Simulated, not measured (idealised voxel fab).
process module | voxel fin reveal
cross-section cut | 220 nm wide | cells 5 nm
A cross-section is a grid of square cells, given in bands from the top down. A band is one or more rows of cells.
Each band's line starts with the height of the band's top and of its bottom, in nm. Then come its materials from left to right, each with its width in nm. One material with "throughout" fills the band from edge to edge. "air" is empty space.
Height 0 is the level under which the wafer as received is all one material. The lowest band goes on downwards, as in "0 down".
A width such as "30 to 40" changes by the same amount from each row of cells to the next, from the band's top row to its bottom row.
"no change" after a step means that no cell of the cross-section changed.
closed voids: empty space of 8 cells or more with no open way to the top, each as width x height at its distance from the left edge, in nm
after a step's settings: what the simulator itself notes on the step
overlay nm, on a step with a mask: how far to the right of its planned place the mask lay; to the left if negative
plan
1 op RECEIVE | material Si
2 op CONFORMAL_DEP | material SiN | thk nm 10
3 op MASKED_ETCH | tone cover | mask id FINS | width nm 15 | pitch nm 35 | etch materials SiN | depth nm 10 | overlay nm 0
4 op MASKED_ETCH | tone cover | mask id FINS | width nm 15 | pitch nm 35 | etch materials Si | depth nm 40 | overlay nm 0
5 op OXIDIZE | depth nm 5
6 op FILL_DEP | material SiO2 | thk nm 15
7 op CMP | height nm 10
8 op SELECTIVE_ETCH | etch materials SiO2 | depth nm 30
9 op STRIP | etch materials SiN
as received, after step 1
  0 down: Si throughout
  closed voids: none
a wafer at the end: this start, this plan, one mistake
  0 to -20: air 70 | Si 5 | air 30 | Si 5 | air 30 | Si 5 | air 75
  -20 to -50: SiO2 70 | Si 5 | SiO2 30 | Si 5 | SiO2 30 | Si 5 | SiO2 75
  -50 down: Si throughout
  closed voids: none
what went wrong: step 4 ran as: op MASKED_ETCH | tone cover | mask id FINS | width nm 15 | pitch nm 35 | etch materials Si | depth nm 45 | overlay nm 0
